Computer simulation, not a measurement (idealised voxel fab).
The process module presented herein is designated voxel quadruple lines.
This is section cut - it's 290 nm across, gridded in 5 nm square cells.
Each cross-section below is a grid of square cells, stated as bands in top-down order, with one or more rows of cells making up each band.
Top, bottom (nm), then materials left to right with widths (nm); lone material tagged "everywhere" fills the whole band edge to edge; "empty" = empty space.
Beneath 0, the wafer as received is one material, and that level is where height counting begins. The lowest band goes on downward without a bottom; it is written like "0 nm and below".
Per-row width for "30->40": begins at first number (top row of band), ends at second number (bottom row), increment between rows held constant.
Reading "no change occurred" for a step: not a cell of the cross-section changed in it.
Any empty space of 8 cells or more lacking an open way to the top shows up in "Sealed internal voids" as width x height at distance, distance from the left edge, in nm.
The remark found on a step's line after its settings is issued by the simulator itself and pertains to that step.
"overlay nm", when on a step's line for a step with a mask, measures how far to the right of its planned place the mask lay; a negative measure means to the left.
**plan**
1,RECEIVE (material Si)
2,CONFORMAL_DEP (material SiO2; thk nm 10)
3,DIRECTIONAL_DEP (material Ru; thk nm 10)
4,DIRECTIONAL_DEP (material polySi; thk nm 15)
5,DIRECTIONAL_DEP (material aC; thk nm 20)
6,PATTERN (tone cover; mask id MANDREL; material resist; width nm 20; thk nm 25; overlay nm 0)
7,DIRECTIONAL_ETCH (etch materials aC; depth nm 20)
8,STRIP (etch materials resist)
9,CONFORMAL_DEP (material SiO2; thk nm 10)
10,DIRECTIONAL_ETCH (etch materials SiO2; depth nm 10)
11,STRIP (etch materials aC)
12,DIRECTIONAL_ETCH (etch materials polySi; depth nm 15)
13,STRIP (etch materials SiO2)
14,CONFORMAL_DEP (material SiCN; thk nm 5)
15,DIRECTIONAL_ETCH (etch materials SiCN; depth nm 5)
16,STRIP (etch materials polySi)
17,DIRECTIONAL_ETCH (etch materials Ru; depth nm 10)
18,STRIP (etch materials SiCN)
19,FILL_DEP (material SiO2; thk nm 10)
20,CMP (height nm 20)
**Cross-section of the wafer at receipt, which is the condition after step 1**
> 0 nm and below = Si everywhere
> Sealed internal voids: none
**The module was run from the start shown above using the plan shown above, but one mistake was made doing it; the resulting wafer cross-section is below**
> 20 nm to 10 nm = SiO2 everywhere
> 10 nm to 0 nm = SiO2: 120, Ru: 5, SiO2: 10, Ru: 5, SiO2: 10, Ru: 5, SiO2: 10, Ru: 5, SiO2: 120
> 0 nm and below = Si everywhere
> Sealed internal voids: none
Run error: step 2 of the plan got skipped, so it never ran
